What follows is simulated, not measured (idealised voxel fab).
Process module heading - voxel wiring stack
The width of the displayed cross-section, cut, is 260 nm; its cells are square, with a size of 5 nm.
Cross-section layout: square cells on a grid; listed as bands, top to bottom; a band spans one or more cell rows.
Basically the band line says how high the top is and how high the bottom is, in nm, and then what's in it from left to right, every material with its width in nm. Empty space shows up as "empty", and if a single material carries "everywhere" it runs the full band edge to edge.
Heights are expressed relative to 0, this being the level below which the as-received wafer comprises one material exclusively. The lowest band is unbounded in the downward direction and is denoted as in "0 nm and below".
A width given as "30->40" starts at the first number in the band's top row and ends at the second number in its bottom row, shifting by an equal amount at every step from row to row.
"stayed the same" means the step left every cell of the cross-section as it was.
"Closed internal voids" contains a list of empty spaces, each no smaller than 8 cells and without an open way to the top, written in the form width x height at distance with the distance from the left edge and all three in nm.
On a step's line, text after the settings is the simulator commenting on that step.
"overlay nm" answers the question of how far to the right of plan the mask lay on a step that has a mask, and when it is negative the answer is to the left.

# List of planned process steps
1) RECEIVE,material Si
2) CONFORMAL_DEP,material SiO2,thk nm 15
3) CONFORMAL_DEP,material SiCN,thk nm 5
4) DIRECTIONAL_DEP,material lowk,thk nm 25
5) PATTERN,tone open,mask id METAL_1,material resist,width nm 25,pitch nm 40,thk nm 15,overlay nm 0
6) DIRECTIONAL_ETCH,etch materials lowk,depth nm 25
7) DIRECTIONAL_ETCH,etch materials SiCN,depth nm 5
8) STRIP,etch materials resist
9) CONFORMAL_DEP,material TiN,thk nm 5
10) FILL_DEP,material Cu,thk nm 10
11) CMP,height nm 45
12) CONFORMAL_DEP,material SiCN,thk nm 5
13) DIRECTIONAL_DEP,material lowk,thk nm 35
14) PATTERN,tone open,mask id METAL_2_HOLES,material resist,width nm 15,pitch nm 40,thk nm 15,overlay nm 0
15) DIRECTIONAL_ETCH,etch materials lowk,depth nm 35
16) STRIP,etch materials resist
17) MASKED_ETCH,tone open,mask id METAL_2,width nm 25,pitch nm 40,etch materials lowk,depth nm 20,overlay nm 0
18) MASKED_ETCH,tone open,mask id METAL_2,width nm 25,pitch nm 40,etch materials SiCN,depth nm 5,overlay nm 0
19) CONFORMAL_DEP,material TiN,thk nm 5
20) FILL_DEP,material Ru,thk nm 5
21) CMP,height nm 85
22) CONFORMAL_DEP,material SiCN,thk nm 5
23) DIRECTIONAL_DEP,material lowk,thk nm 35
24) DIRECTIONAL_DEP,material aC,thk nm 10
25) PATTERN,tone open,mask id METAL_3,material resist,width nm 25,pitch nm 40,thk nm 30,overlay nm 0
26) DIRECTIONAL_ETCH,etch materials aC,depth nm 10
27) STRIP,etch materials resist
28) DIRECTIONAL_ETCH,etch materials lowk,depth nm 20
29) STRIP,etch materials aC
30) DIRECTIONAL_DEP,material aC,thk nm 10
31) PATTERN,tone open,mask id METAL_3_HOLES,material resist,width nm 15,pitch nm 80,thk nm 30,overlay nm 0
32) DIRECTIONAL_ETCH,etch materials aC,depth nm 10
33) STRIP,etch materials resist
34) DIRECTIONAL_ETCH,etch materials lowk,depth nm 15
35) DIRECTIONAL_ETCH,etch materials SiCN,depth nm 5
36) STRIP,etch materials aC
37) CONFORMAL_DEP,material TiN,thk nm 5
38) FILL_DEP,material Cu,thk nm 10
39) CMP,height nm 125
40) CONFORMAL_DEP,material SiCN,thk nm 5
41) DIRECTIONAL_DEP,material lowk,thk nm 35
42) PATTERN,tone open,mask id METAL_4_HOLES,material resist,width nm 15,pitch nm 40,thk nm 20,overlay nm 0
43) DIRECTIONAL_ETCH,etch materials lowk,depth nm 35
44) STRIP,etch materials resist
45) DIRECTIONAL_DEP,material aC,thk nm 10
46) PATTERN,tone open,mask id METAL_4,material resist,width nm 25,pitch nm 40,thk nm 30,overlay nm 0
47) DIRECTIONAL_ETCH,etch materials aC,depth nm 10
48) STRIP,etch materials resist
49) DIRECTIONAL_ETCH,etch materials lowk,depth nm 20
50) DIRECTIONAL_ETCH,etch materials SiCN,depth nm 5
51) STRIP,etch materials aC
52) CONFORMAL_DEP,material TiN,thk nm 5
53) FILL_DEP,material Cu,thk nm 10
54) CMP,height nm 165
55) CONFORMAL_DEP,material SiCN,thk nm 5

# As received (post step 1): cross-section
  0 nm and below: Si everywhere
  Closed internal voids: none

# First wafer of two, sectioned at end of module; run went per plan
  170 nm to 165 nm: SiCN everywhere
  165 nm to 150 nm: lowk 75, TiN 5, Cu 15, TiN 5, lowk 15, TiN 5, Cu 15, TiN 5, lowk 15, TiN 5, Cu 15, TiN 5, lowk 80
  150 nm to 145 nm: lowk 75, TiN 5, Cu 5, TiN 15, lowk 15, TiN 5, Cu 5, TiN 15, lowk 15, TiN 5, Cu 5, TiN 15, lowk 80
  145 nm to 130 nm: lowk 75, TiN 5, Cu 5, TiN 5, lowk 25, TiN 5, Cu 5, TiN 5, lowk 25, TiN 5, Cu 5, TiN 5, lowk 90
  130 nm to 125 nm: SiCN 75, TiN 15, SiCN 25, TiN 15, SiCN 25, TiN 15, SiCN 90
  125 nm to 110 nm: lowk 75, TiN 5, Cu 15, TiN 5, lowk 15, TiN 5, Cu 15, TiN 5, lowk 15, TiN 5, Cu 15, TiN 5, lowk 80
  110 nm to 105 nm: lowk 75, TiN 5, Cu 5, TiN 15, lowk 15, TiN 25, lowk 15, TiN 5, Cu 5, TiN 15, lowk 80
  105 nm to 90 nm: lowk 75, TiN 5, Cu 5, TiN 5, lowk 65, TiN 5, Cu 5, TiN 5, lowk 90
  90 nm to 85 nm: SiCN 75, TiN 15, SiCN 65, TiN 15, SiCN 90
  85 nm to 70 nm: lowk 75, TiN 5, Ru 15, TiN 5, lowk 15, TiN 5, Ru 15, TiN 5, lowk 15, TiN 5, Ru 15, TiN 5, lowk 80
  70 nm to 65 nm: lowk 75, TiN 5, Ru 5, TiN 15, lowk 15, TiN 5, Ru 5, TiN 15, lowk 15, TiN 5, Ru 5, TiN 15, lowk 80
  65 nm to 50 nm: lowk 75, TiN 5, Ru 5, TiN 5, lowk 25, TiN 5, Ru 5, TiN 5, lowk 25, TiN 5, Ru 5, TiN 5, lowk 90
  50 nm to 45 nm: SiCN 75, TiN 15, SiCN 25, TiN 15, SiCN 25, TiN 15, SiCN 90
  45 nm to 20 nm: lowk 75, TiN 5, Cu 15, TiN 5, lowk 15, TiN 5, Cu 15, TiN 5, lowk 15, TiN 5, Cu 15, TiN 5, lowk 80
  20 nm to 15 nm: SiCN 75, TiN 25, SiCN 15, TiN 25, SiCN 15, TiN 25, SiCN 80
  15 nm to 0 nm: SiO2 everywhere
  0 nm and below: Si everywhere
  Closed internal voids: none

# The second wafer, shown in cross-section after the module: started the same way as the first and given the same plan, yet one mistake crept into how it was run
  185 nm to 180 nm: SiCN everywhere
  180 nm to 170 nm: Cu everywhere
  170 nm to 165 nm: TiN 80, Cu 15, TiN 25, Cu 15, TiN 25, Cu 15, TiN 85
  165 nm to 150 nm: lowk 75, TiN 5, Cu 15, TiN 5, lowk 15, TiN 5, Cu 15, TiN 5, lowk 15, TiN 5, Cu 15, TiN 5, lowk 80
  150 nm to 145 nm: lowk 75, TiN 5, Cu 5, TiN 15, lowk 15, TiN 5, Cu 5, TiN 15, lowk 15, TiN 5, Cu 5, TiN 15, lowk 80
  145 nm to 130 nm: lowk 75, TiN 5, Cu 5, TiN 5, lowk 25, TiN 5, Cu 5, TiN 5, lowk 25, TiN 5, Cu 5, TiN 5, lowk 90
  130 nm to 125 nm: SiCN 75, TiN 15, SiCN 25, TiN 15, SiCN 25, TiN 15, SiCN 90
  125 nm to 110 nm: lowk 75, TiN 5, Cu 15, TiN 5, lowk 15, TiN 5, Cu 15, TiN 5, lowk 15, TiN 5, Cu 15, TiN 5, lowk 80
  110 nm to 105 nm: lowk 75, TiN 5, Cu 5, TiN 15, lowk 15, TiN 25, lowk 15, TiN 5, Cu 5, TiN 15, lowk 80
  105 nm to 90 nm: lowk 75, TiN 5, Cu 5, TiN 5, lowk 65, TiN 5, Cu 5, TiN 5, lowk 90
  90 nm to 85 nm: SiCN 75, TiN 15, SiCN 65, TiN 15, SiCN 90
  85 nm to 70 nm: lowk 75, TiN 5, Ru 15, TiN 5, lowk 15, TiN 5, Ru 15, TiN 5, lowk 15, TiN 5, Ru 15, TiN 5, lowk 80
  70 nm to 65 nm: lowk 75, TiN 5, Ru 5, TiN 15, lowk 15, TiN 5, Ru 5, TiN 15, lowk 15, TiN 5, Ru 5, TiN 15, lowk 80
  65 nm to 50 nm: lowk 75, TiN 5, Ru 5, TiN 5, lowk 25, TiN 5, Ru 5, TiN 5, lowk 25, TiN 5, Ru 5, TiN 5, lowk 90
  50 nm to 45 nm: SiCN 75, TiN 15, SiCN 25, TiN 15, SiCN 25, TiN 15, SiCN 90
  45 nm to 20 nm: lowk 75, TiN 5, Cu 15, TiN 5, lowk 15, TiN 5, Cu 15, TiN 5, lowk 15, TiN 5, Cu 15, TiN 5, lowk 80
  20 nm to 15 nm: SiCN 75, TiN 25, SiCN 15, TiN 25, SiCN 15, TiN 25, SiCN 80
  15 nm to 0 nm: SiO2 everywhere
  0 nm and below: Si everywhere
  Closed internal voids: none
What was done differently from what was planned? skipped: plan step 54 (never run)
Looking at both finished wafers in cells, the second ends up ahead of or behind the first on some materials: Cu +113 | TiN +43
